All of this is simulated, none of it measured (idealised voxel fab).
process module | voxel wiring stack
cross-section cut | 265 nm wide | cells 5 nm
A cross-section is a grid of square cells, given in bands from the top down. A band is one or more rows of cells.
Each band's line starts with the height of the band's top and of its bottom, in nm. Then come its materials from left to right, each with its width in nm. One material with "throughout" fills the band from edge to edge. "air" is empty space.
Height 0 is the level under which the wafer as received is all one material. The lowest band goes on downwards, as in "0 down".
A width such as "30 to 40" changes by the same amount from each row of cells to the next, from the band's top row to its bottom row.
"no change" after a step means that no cell of the cross-section changed.
closed voids: empty space of 8 cells or more with no open way to the top, each as width x height at its distance from the left edge, in nm
after a step's settings: what the simulator itself notes on the step
overlay nm, on a step with a mask: how far to the right of its planned place the mask lay; to the left if negative
plan
1 op RECEIVE | material Si
2 op CONFORMAL_DEP | material SiO2 | thk nm 15
3 op CONFORMAL_DEP | material SiN | thk nm 5
4 op DIRECTIONAL_DEP | material SiO2 | thk nm 15
5 op PATTERN | tone open | mask id METAL_1 | material resist | width nm 20 | pitch nm 40 | thk nm 20 | overlay nm 0
6 op DIRECTIONAL_ETCH | etch materials SiO2 | depth nm 15
7 op DIRECTIONAL_ETCH | etch materials SiN | depth nm 5
8 op STRIP | etch materials resist
9 op CONFORMAL_DEP | material TiN | thk nm 5
10 op FILL_DEP | material Ru | thk nm 10
11 op CMP | height nm 35
12 op EPI | material Ru | thk nm 5
13 op FILL_DEP | material SiCN | thk nm 5
14 op DIRECTIONAL_DEP | material SiO2 | thk nm 20
15 op PATTERN | tone open | mask id PLUG_1 | material resist | width nm 15 | pitch nm 40 | thk nm 20 | overlay nm 0
16 op DIRECTIONAL_ETCH | etch materials SiO2 | depth nm 20
17 op DIRECTIONAL_ETCH | etch materials SiCN | depth nm 5
18 op STRIP | etch materials resist
19 op CONFORMAL_DEP | material TiN | thk nm 5
20 op FILL_DEP | material W | thk nm 10
21 op CMP | height nm 65
22 op DIRECTIONAL_DEP | material TiN | thk nm 5
23 op DIRECTIONAL_DEP | material W | thk nm 20
24 op MASKED_ETCH | tone cover | mask id METAL_2 | width nm 20 | pitch nm 40 | etch materials W | depth nm 20 | overlay nm 0
25 op MASKED_ETCH | tone cover | mask id METAL_2 | width nm 20 | pitch nm 40 | etch materials TiN | depth nm 5 | overlay nm 0
26 op CONFORMAL_DEP | material SiN | thk nm 5
27 op FILL_DEP | material SiO2 | thk nm 5
28 op CMP | height nm 90
29 op CONFORMAL_DEP | material SiCN | thk nm 5
30 op DIRECTIONAL_DEP | material SiO2 | thk nm 30
31 op PATTERN | tone open | mask id METAL_3 | material resist | width nm 20 | pitch nm 40 | thk nm 15 | overlay nm 0
32 op DIRECTIONAL_ETCH | etch materials SiO2 | depth nm 15
33 op STRIP | etch materials resist
34 op PATTERN | tone open | mask id METAL_3_HOLES | material resist | width nm 15 | pitch nm 40 | thk nm 15 | overlay nm 0
35 op DIRECTIONAL_ETCH | etch materials SiO2 | depth nm 15
36 op DIRECTIONAL_ETCH | etch materials SiCN | depth nm 5
37 op STRIP | etch materials resist
38 op CONFORMAL_DEP | material TiN | thk nm 5
39 op FILL_DEP | material Cu | thk nm 5
40 op CMP | height nm 125
41 op CONFORMAL_DEP | material SiN | thk nm 5
as received, after step 1
  0 down: Si throughout
  closed voids: none
a wafer at the end: this start, this plan, one mistake
  130 to 125: SiN throughout
  125 to 115: SiO2 100 | TiN 5 | Cu 10 | TiN 5 | SiO2 20 | TiN 5 | Cu 10 | TiN 5 | SiO2 105
  115 to 110: SiO2 100 | TiN 5 | Cu 5 | TiN 10 | SiO2 20 | TiN 5 | Cu 5 | TiN 10 | SiO2 105
  110 to 95: SiO2 100 | TiN 5 | Cu 5 | TiN 5 | SiO2 25 | TiN 5 | Cu 5 | TiN 5 | SiO2 110
  95 to 90: SiCN 100 | TiN 15 | SiCN 25 | TiN 15 | SiCN 110
  90 to 70: SiO2 95 | SiN 5 | W 20 | SiN 5 | SiO2 10 | SiN 5 | W 20 | SiN 5 | SiO2 100
  70 to 65: SiN 100 | TiN 20 | SiN 20 | TiN 20 | SiN 105
  65 to 60: TiN 105 | W 5 | TiN 35 | W 5 | TiN 115
  60 to 45: SiO2 100 | TiN 5 | W 5 | TiN 5 | SiO2 25 | TiN 5 | W 5 | TiN 5 | SiO2 110
  45 to 40: SiCN 100 | TiN 15 | SiCN 25 | TiN 15 | SiCN 110
  40 to 35: SiCN 95 | Ru 30 | SiCN 10 | Ru 30 | SiCN 100
  35 to 20: SiO2 100 | TiN 5 | Ru 10 | TiN 5 | SiO2 20 | TiN 5 | Ru 10 | TiN 5 | SiO2 105
  20 to 15: SiN 100 | TiN 20 | SiN 20 | TiN 20 | SiN 105
  15 to 0: SiO2 throughout
  0 down: Si throughout
  closed voids: none
what went wrong: step 14 ran as: op DIRECTIONAL_DEP | material SiO2 | thk nm 15
